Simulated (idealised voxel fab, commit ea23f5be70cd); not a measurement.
The process module that follows is named voxel plated lines.
Xsec cut, 240 nm wide, square cell size 5 nm.
We lay out every cross-section as a grid of square cells and spell it out in bands from the top down, where one band means one or more rows of cells.
What a band's entry tells you: where the top is and where the bottom is, as heights in nm, and after that what lies inside, material by material from left to right, each with its width in nm. Empty space is written as the word "blank", and a single material marked with the word "edge to edge" occupies the band from edge to edge.
Heights from 0 (as-received wafer is one material below). Bottom band endless downward, as "0 -> down".
Read "30 to 40" as a graded width: first number on top, second number at the bottom, same change between each pair of neighbouring rows.
No cell of the cross-section changed in a step that is given as "no alterations made".
Under "Fully enclosed voids" you'll find the enclosed gaps, the ones with no way out to the top, that are 8 cells or bigger; each reads width x height at distance, with distance counted from the left edge, everything in nm.
Heads up: the bit after the settings on a step's line is the simulator's remark on that step.
overlay nm, on a step with a mask: how far to the right of its planned place the mask lay; to the left if negative
-- Process steps (planned)
1) RECEIVE (material Si)
2) CONFORMAL_DEP (material SiN; thk nm 15)
3) DIRECTIONAL_DEP (material TiN; thk nm 5)
4) PATTERN (tone open; mask id LINES; material resist; width nm 20; pitch nm 50; thk nm 35; overlay nm 0)
5) EPI (material Ru; thk nm 5)
6) EPI (material Ru; thk nm 5)
7) EPI (material Ru; thk nm 10)
8) STRIP (etch materials resist)
9) DIRECTIONAL_ETCH (etch materials TiN; depth nm 5)
10) CONFORMAL_DEP (material SiN; thk nm 10)
-- As received (post step 1): cross-section
  0 -> down | Si edge to edge
  Fully enclosed voids: none
-- Post-module cross-section: identical start and plan to those above, one misstep in execution
  50 -> 40 | blank 50  TiN 40  blank 10  TiN 40  blank 10  TiN 40  blank 50
  40 -> 25 | blank 50  TiN 10  Ru 20  TiN 10  blank 10  TiN 10  Ru 20  TiN 10  blank 10  TiN 10  Ru 20  TiN 10  blank 50
  25 -> 20 | TiN 60  Ru 20  TiN 30  Ru 20  TiN 30  Ru 20  TiN 60
  20 -> 15 | TiN edge to edge
  15 -> 0 | SiN edge to edge
  0 -> down | Si edge to edge
  Fully enclosed voids: none
So what did we get wrong on this run? contrary to plan, step 10 was performed as CONFORMAL_DEP (material TiN; thk nm 10)
